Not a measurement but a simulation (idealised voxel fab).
The document below concerns the process module designated voxel self aligned contacts.
Shown is cross-section cut, with a width of 260 nm and square cells of size 5 nm.
Cross-section spec: square-cell grid; bands listed top down; each band is one or more rows. For a band, the entry starts with two heights in nm, that of the top and then that of the bottom, and carries on with the band's materials in order from left to right, each alongside its width in nm; the word "edge to edge" beside a single material means it fills the band edge to edge, and "blank" means empty space. Ref level 0: as-received wafer is one material below here. Bottom band extends down with no lower bound ("from 0 down"). It should be noted that a width expressed as "30..40" varies in equal increments from row to row of cells within the band, taking the value of the first number at the top row and that of the second number at the bottom row. The cross-section has no changed cell in any step marked "no alterations made". "Sealed voids": empty spaces of 8 cells or more with no open way to the top, each given as width x height at distance, distance from the left edge, all in nm. Post-settings text on a step line: simulator's own remark regarding the step. Regarding "overlay nm": on a step with a mask, it is the distance the mask lay to the right of its planned place; a negative value places it to the left.
**These are the steps we planned for the process**
| 1 | RECEIVE [material Si] |
| 2 | CONFORMAL_DEP [material SiO2] [thk nm 5] |
| 3 | DIRECTIONAL_DEP [material polySi] [thk nm 25] |
| 4 | DIRECTIONAL_DEP [material SiN] [thk nm 25] |
| 5 | PATTERN [tone cover] [mask id GATE] [material resist] [width nm 25] [pitch nm 70] [thk nm 20] [overlay nm 0] |
| 6 | DIRECTIONAL_ETCH [etch materials SiN] [depth nm 25] |
| 7 | DIRECTIONAL_ETCH [etch materials polySi] [depth nm 25] |
| 8 | STRIP [etch materials resist] |
| 9 | CONFORMAL_DEP [material SiN] [thk nm 10] |
| 10 | DIRECTIONAL_ETCH [etch materials SiN] [depth nm 10] |
| 11 | FILL_DEP [material SiO2] [thk nm 20] |
| 12 | CMP [height nm 65] |
| 13 | MASKED_ETCH [tone open] [mask id CONTACT] [width nm 55] [etch materials SiO2] [depth nm 65] [overlay nm 0] |
| 14 | CONFORMAL_DEP [material TiN] [thk nm 5] |
| 15 | FILL_DEP [material Ru] [thk nm 5] |
| 16 | CMP [height nm 65] |
| 17 | CONFORMAL_DEP [material SiN] [thk nm 5] |
**First of two wafers, processed according to plan**
**Here's what the wafer looked like in cross-section when it arrived - that's after step 1**
  from 0 down = Si edge to edge
  Sealed voids: none
**Upon completion of step 2, the wafer appears in cross-section as shown**
  from 5 to 0 = SiO2 edge to edge
  Note: structure below 0 unchanged.
**Upon completion of step 3, the wafer appears in cross-section as shown**
  from 30 to 5 = polySi edge to edge
  Note: structure below 5 unchanged.
**Upon completion of step 4, the wafer appears in cross-section as shown**
  from 55 to 30 = SiN edge to edge
  Note: structure below 30 unchanged.
**Upon completion of step 5, the wafer appears in cross-section as shown**
  from 75 to 55 = blank=80 / resist=25 / blank=45 / resist=25 / blank=85
  Note: structure below 55 unchanged.
**Upon completion of step 6, the wafer appears in cross-section as shown**
  from 75 to 55 = blank=80 / resist=25 / blank=45 / resist=25 / blank=85
  from 55 to 30 = blank=80 / SiN=25 / blank=45 / SiN=25 / blank=85
  Note: structure below 30 unchanged.
**Upon completion of step 7, the wafer appears in cross-section as shown**
  from 75 to 55 = blank=80 / resist=25 / blank=45 / resist=25 / blank=85
  from 55 to 30 = blank=80 / SiN=25 / blank=45 / SiN=25 / blank=85
  from 30 to 5 = blank=80 / polySi=25 / blank=45 / polySi=25 / blank=85
  Note: structure below 5 unchanged.
**Upon completion of step 8, the wafer appears in cross-section as shown**
  from 55 to 30 = blank=80 / SiN=25 / blank=45 / SiN=25 / blank=85
  Note: structure below 30 unchanged.
**Upon completion of step 9, the wafer appears in cross-section as shown**
  from 65 to 30 = blank=70 / SiN=45 / blank=25 / SiN=45 / blank=75
  from 30 to 15 = blank=70 / SiN=10 / polySi=25 / SiN=10 / blank=25 / SiN=10 / polySi=25 / SiN=10 / blank=75
  from 15 to 5 = SiN=80 / polySi=25 / SiN=45 / polySi=25 / SiN=85
  Note: structure below 5 unchanged.
**Upon completion of step 10, the wafer appears in cross-section as shown**
  from 55 to 30 = blank=70 / SiN=45 / blank=25 / SiN=45 / blank=75
  from 30 to 5 = blank=70 / SiN=10 / polySi=25 / SiN=10 / blank=25 / SiN=10 / polySi=25 / SiN=10 / blank=75
  Note: structure below 5 unchanged.
**Upon completion of step 11, the wafer appears in cross-section as shown**
  from 75 to 55 = SiO2 edge to edge
  from 55 to 30 = SiO2=70 / SiN=45 / SiO2=25 / SiN=45 / SiO2=75
  from 30 to 5 = SiO2=70 / SiN=10 / polySi=25 / SiN=10 / SiO2=25 / SiN=10 / polySi=25 / SiN=10 / SiO2=75
  Note: structure below 5 unchanged.
**Upon completion of step 12, the wafer appears in cross-section as shown**
  from 65 to 55 = SiO2 edge to edge
  Note: structure below 55 unchanged.
**Upon completion of step 13, the wafer appears in cross-section as shown**
  from 65 to 55 = SiO2=100 / blank=55 / SiO2=105
  from 55 to 30 = SiO2=70 / SiN=45 / blank=25 / SiN=45 / SiO2=75
  from 30 to 5 = SiO2=70 / SiN=10 / polySi=25 / SiN=10 / blank=25 / SiN=10 / polySi=25 / SiN=10 / SiO2=75
  from 5 to 0 = SiO2=115 / blank=25 / SiO2=120
  Note: structure below 0 unchanged.
**Upon completion of step 14, the wafer appears in cross-section as shown**
  from 70 to 65 = TiN=105 / blank=45 / TiN=110
  from 65 to 55 = SiO2=100 / TiN=5..20 / blank=45..15 / TiN=5..20 / SiO2=105
  from 55 to 30 = SiO2=70 / SiN=45 / TiN=5 / blank=15 / TiN=5 / SiN=45 / SiO2=75
  from 30 to 5 = SiO2=70 / SiN=10 / polySi=25 / SiN=10 / TiN=5 / blank=15 / TiN=5 / SiN=10 / polySi=25 / SiN=10 / SiO2=75
  from 5 to 0 = SiO2=115 / TiN=25 / SiO2=120
  Note: structure below 0 unchanged.
**Upon completion of step 15, the wafer appears in cross-section as shown**
  from 75 to 70 = Ru edge to edge
  from 70 to 65 = TiN=105 / Ru=45 / TiN=110
  from 65 to 55 = SiO2=100 / TiN=5..20 / Ru=45..15 / TiN=5..20 / SiO2=105
  from 55 to 30 = SiO2=70 / SiN=45 / TiN=5 / Ru=15 / TiN=5 / SiN=45 / SiO2=75
  from 30 to 5 = SiO2=70 / SiN=10 / polySi=25 / SiN=10 / TiN=5 / Ru=15 / TiN=5 / SiN=10 / polySi=25 / SiN=10 / SiO2=75
  Note: structure below 5 unchanged.
**Upon completion of step 16, the wafer appears in cross-section as shown**
  from 65 to 55 = SiO2=100 / TiN=5..20 / Ru=45..15 / TiN=5..20 / SiO2=105
  Note: structure below 55 unchanged.
**Upon completion of step 17, the wafer appears in cross-section as shown**
  from 70 to 65 = SiN edge to edge
  Note: structure below 65 unchanged.
**Notes, second wafer: start = first wafer's, plan = first wafer's, execution had one mistake; history identical to first through step 12**
**Second wafer, sectioned view, at step 13's planned end time**
  from 65 to 55 = SiO2=95 / blank=55 / SiO2=110
  from 55 to 30 = SiO2=70 / SiN=45 / blank=25 / SiN=45 / SiO2=75
  from 30 to 5 = SiO2=70 / SiN=10 / polySi=25 / SiN=10 / blank=25 / SiN=10 / polySi=25 / SiN=10 / SiO2=75
  from 5 to 0 = SiO2=115 / blank=25 / SiO2=120
  Note: structure below 0 unchanged.
**Second wafer, sectioned view, at step 14's planned end time**
  from 70 to 65 = TiN=100 / blank=45 / TiN=115
  from 65 to 55 = SiO2=95 / TiN=5..25 / blank=45..15 / TiN=5..15 / SiO2=110
  from 55 to 30 = SiO2=70 / SiN=45 / TiN=5 / blank=15 / TiN=5 / SiN=45 / SiO2=75
  from 30 to 5 = SiO2=70 / SiN=10 / polySi=25 / SiN=10 / TiN=5 / blank=15 / TiN=5 / SiN=10 / polySi=25 / SiN=10 / SiO2=75
  from 5 to 0 = SiO2=115 / TiN=25 / SiO2=120
  Note: structure below 0 unchanged.
**Second wafer, sectioned view, at step 15's planned end time**
  from 75 to 70 = Ru edge to edge
  from 70 to 65 = TiN=100 / Ru=45 / TiN=115
  from 65 to 55 = SiO2=95 / TiN=5..25 / Ru=45..15 / TiN=5..15 / SiO2=110
  from 55 to 30 = SiO2=70 / SiN=45 / TiN=5 / Ru=15 / TiN=5 / SiN=45 / SiO2=75
  from 30 to 5 = SiO2=70 / SiN=10 / polySi=25 / SiN=10 / TiN=5 / Ru=15 / TiN=5 / SiN=10 / polySi=25 / SiN=10 / SiO2=75
  Note: structure below 5 unchanged.
**Second wafer, sectioned view, at step 16's planned end time**
  from 65 to 55 = SiO2=95 / TiN=5..25 / Ru=45..15 / TiN=5..15 / SiO2=110
  Note: structure below 55 unchanged.
**Second wafer, sectioned view, at step 17's planned end time**
  from 70 to 65 = SiN edge to edge
  Note: structure below 65 unchanged.
The mistake made against the process plan was this: step 13: run off-plan, actual operation and settings MASKED_ETCH [tone open] [mask id CONTACT] [width nm 55] [etch materials SiO2] [depth nm 65] [overlay nm -5]
If you tally the cells, the second wafer ends up with the same amount of every material as the first; it's all just sitting in different places.
